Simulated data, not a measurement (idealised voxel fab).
Presented below is a process module, voxel ribs on slabs.
FYI the section here is cut, 150 nm wide, cells are 5 nm squares.
The cross-sections in this document take the form of a grid made of square cells. They are written out as bands, in order from top to bottom. Each band consists of one or more rows of cells. Band: top and bottom heights (nm) first, top before bottom; then materials from left to right, widths in nm. "everywhere" marks a sole material filling the band edge to edge. "empty" denotes empty space. A quick word on heights: they are counted from 0, and under that level the wafer as it came to us is one material throughout. The lowest band is different from the rest in having no bottom; it simply continues downward, written as in "0 nm and below". It should be noted that a width expressed as "30 to 40" varies in equal increments from row to row of cells within the band, taking the value of the first number at the top row and that of the second number at the bottom row. You'll sometimes find "changes: none" written for a step, and that's the way of saying that nowhere in the cross-section did a cell change during that step. Empty spaces counting at least 8 cells and having no open way to the top are listed in "Listed closed voids". The notation width x height at distance is used for each, the distance being from the left edge and all three values in nm. Text after the settings on a step's line: the simulator's own remark on that step. If you see "overlay nm" on a step's line and that step has a mask, it's telling you how far right of where it was planned the mask ended up; a negative number means it went left instead.
The process steps that were planned are listed below:
1: RECEIVE,material Si
2: DIRECTIONAL_DEP,material SiO2,thk nm 25
3: DIRECTIONAL_DEP,material polySi,thk nm 15
4: DIRECTIONAL_DEP,material aC,thk nm 15
5: PATTERN,tone cover,mask id RIB,material resist,width nm 20,thk nm 30,overlay nm 0
6: DIRECTIONAL_ETCH,etch materials aC,depth nm 15
7: STRIP,etch materials resist
8: DIRECTIONAL_ETCH,etch materials polySi,depth nm 5
9: STRIP,etch materials aC
10: MASKED_ETCH,tone cover,mask id SLAB,width nm 70,etch materials polySi,depth nm 10,overlay nm 0
11: FILL_DEP,material SiO2,thk nm 30
12: CMP,height nm 60
13: DIRECTIONAL_DEP,material TiN,thk nm 10
14: PATTERN,tone cover,mask id HEATER,material resist,width nm 30,thk nm 15,overlay nm 0
15: DIRECTIONAL_ETCH,etch materials TiN,depth nm 10
16: STRIP,etch materials resist
17: CONFORMAL_DEP,material SiO2,thk nm 10
Cross-section of the wafer as it came to us, i.e., already through step 1:
	0 nm and below  Si everywhere
	Listed closed voids: none
Post-module cross-section of the first of two wafers (run per plan):
	80 nm to 70 nm  empty 50 nm; SiO2 50 nm; empty 50 nm
	70 nm to 60 nm  SiO2 60 nm; TiN 30 nm; SiO2 60 nm
	60 nm to 40 nm  SiO2 everywhere
	40 nm to 35 nm  SiO2 65 nm; polySi 20 nm; SiO2 65 nm
	35 nm to 25 nm  SiO2 40 nm; polySi 70 nm; SiO2 40 nm
	25 nm to 0 nm  SiO2 everywhere
	0 nm and below  Si everywhere
	Listed closed voids: none
This cross-section belongs to the second wafer of two at the end of the module; the start and the plan were shared with the first, and the run included one mistake:
	80 nm to 70 nm  empty 50 nm; SiO2 50 nm; empty 50 nm
	70 nm to 60 nm  SiO2 60 nm; TiN 30 nm; SiO2 60 nm
	60 nm to 40 nm  SiO2 everywhere
	40 nm to 35 nm  SiO2 65 nm; polySi 20 nm; SiO2 65 nm
	35 nm to 25 nm  SiO2 40 nm; polySi 70 nm; SiO2 40 nm
	25 nm to 0 nm  aC everywhere
	0 nm and below  Si everywhere
	Listed closed voids: none
Deviation from plan: step 2, actual vs plan mismatch, actual run DIRECTIONAL_DEP,material aC,thk nm 25
FYI, end of process, the second wafer has more or fewer cells of some materials than the first: SiO2 -150; aC +150
